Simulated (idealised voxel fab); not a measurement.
Process module in this document: voxel air gaps
Displayed cross-section: cut, width of 300 nm, square cells sized 5 nm.
This document writes a cross-section as a grid whose cells are square, and gives it as bands, listed from the top down; one or more rows of cells form a band.
Band: top height; bottom height; in nm. Then, left to right: material with width in nm, for each material. "full width": a single material spanning edge to edge. "empty": empty space.
Height is counted from the level 0, under which the received wafer is composed throughout of one material. The lowest of the bands is not closed at the bottom but continues downward, in the notation "0 down".
Width spec "30 to 40" -> top row of cells at first value, bottom row at second value, equal per-row change in between.
Any step labelled "same as before" changed none of the cells in the cross-section.
Any empty space of 8 cells or more lacking an open way to the top shows up in "Voids, enclosed" as width x height at distance, distance from the left edge, in nm.
On a step's line, text after the settings is the simulator commenting on that step.
overlay nm: on a step with a mask, how far right of its planned place the mask lay; negative means left.
STEPS PLANNED FOR THE PROCESS
1: RECEIVE with material Si
2: CONFORMAL_DEP with material SiO2, thk nm 15
3: CONFORMAL_DEP with material SiN, thk nm 5
4: DIRECTIONAL_DEP with material lowk, thk nm 30
5: MASKED_ETCH with tone open, mask id LINES, width nm 15, pitch nm 55, etch materials lowk, depth nm 30, overlay nm 0
6: CONFORMAL_DEP with material TiN, thk nm 5
7: FILL_DEP with material Ru, thk nm 5
8: CMP with height nm 50
9: EPI with material Ru, thk nm 10
10: SELECTIVE_ETCH with etch materials lowk, depth nm 40
11: CONFORMAL_DEP with material SiN, thk nm 5
Be aware that, although all wafers share a common starting state, the width nm at step 5 differs among them, and the plan displays the first wafer's value.
STEP 1 COMPLETE: AS-RECEIVED CROSS-SECTION OF THE FIRST OF SEVERAL WAFERS
- 0 down  Si full width
- Voids, enclosed: none
TABULATED BELOW, WAFER BY WAFER, ARE THE END-OF-MODULE RESULTS: FOR EACH MATERIAL, THE NUMBER OF CELLS GAINED (+) OR LOST (-) RELATIVE TO THE AS-RECEIVED STATE, FOLLOWED BY THE CLOSED VOIDS
width nm 15; +57 Ru; +192 SiN; +180 SiO2; +39 TiN; Voids, enclosed: none
width nm 20; +78 Ru; +192 SiN; +180 SiO2; +42 TiN; Voids, enclosed: none
width nm 25; +99 Ru; +192 SiN; +180 SiO2; +45 TiN; Voids, enclosed: 20 x 20 at 110; 20 x 20 at 165
width nm 30; +120 Ru; +184 SiN; +180 SiO2; +48 TiN; Voids, enclosed: 15 x 20 at 115; 15 x 20 at 170
width nm 35; +141 Ru; +144 SiN; +180 SiO2; +51 TiN; +48 lowk; Voids, enclosed: none
width nm 40; +158 Ru; +144 SiN; +180 SiO2; +54 TiN; +36 lowk; Voids, enclosed: none
